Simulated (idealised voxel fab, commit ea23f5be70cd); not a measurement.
process module | voxel ribs on slabs
cross-section cut | 190 nm wide | cells 5 nm
A cross-section is a grid of square cells, given in bands from the top down. A band is one or more rows of cells.
Each band's line starts with the height of the band's top and of its bottom, in nm. Then come its materials from left to right, each with its width in nm. One material with "throughout" fills the band from edge to edge. "air" is empty space.
Height 0 is the level under which the wafer as received is all one material. The lowest band goes on downwards, as in "0 down".
A width such as "30 to 40" changes by the same amount from each row of cells to the next, from the band's top row to its bottom row.
"no change" after a step means that no cell of the cross-section changed.
closed voids: empty space of 8 cells or more with no open way to the top, each as width x height at its distance from the left edge, in nm
after a step's settings: what the simulator itself notes on the step
overlay nm, on a step with a mask: how far to the right of its planned place the mask lay; to the left if negative
plan
1 op RECEIVE | material Si
2 op DIRECTIONAL_DEP | material SiO2 | thk nm 30
3 op DIRECTIONAL_DEP | material polySi | thk nm 15
4 op MASKED_ETCH | tone cover | mask id RIB | width nm 25 | etch materials polySi | depth nm 10 | overlay nm 0
5 op MASKED_ETCH | tone cover | mask id SLAB | width nm 65 | etch materials polySi | depth nm 5 | overlay nm 0
6 op FILL_DEP | material SiO2 | thk nm 15
7 op CMP | height nm 55
8 op DIRECTIONAL_DEP | material TiN | thk nm 10
9 op PATTERN | tone cover | mask id HEATER | material resist | width nm 35 | thk nm 15 | overlay nm 0
10 op DIRECTIONAL_ETCH | etch materials TiN | depth nm 10
11 op STRIP | etch materials resist
12 op CONFORMAL_DEP | material SiN | thk nm 10
as received, after step 1
  0 down: Si throughout
  closed voids: none
first wafer at the end, as planned
  75 to 65: air 65 | SiN 55 | air 70
  65 to 55: SiN 75 | TiN 35 | SiN 80
  55 to 45: SiO2 throughout
  45 to 35: SiO2 80 | polySi 25 | SiO2 85
  35 to 30: SiO2 60 | polySi 65 | SiO2 65
  30 to 0: SiO2 throughout
  0 down: Si throughout
  closed voids: none
second wafer at the end: like start, like plan, one mistake
  80 to 70: air 65 | SiN 55 | air 70
  70 to 60: SiN 75 | TiN 35 | SiN 80
  60 to 55: TiN throughout
  55 to 45: SiO2 throughout
  45 to 35: SiO2 80 | polySi 25 | SiO2 85
  35 to 30: SiO2 60 | polySi 65 | SiO2 65
  30 to 0: SiO2 throughout
  0 down: Si throughout
  closed voids: none
what went wrong: step 8 ran as: op DIRECTIONAL_DEP | material TiN | thk nm 15
at the end the second wafer has, in cells: 38 more of TiN
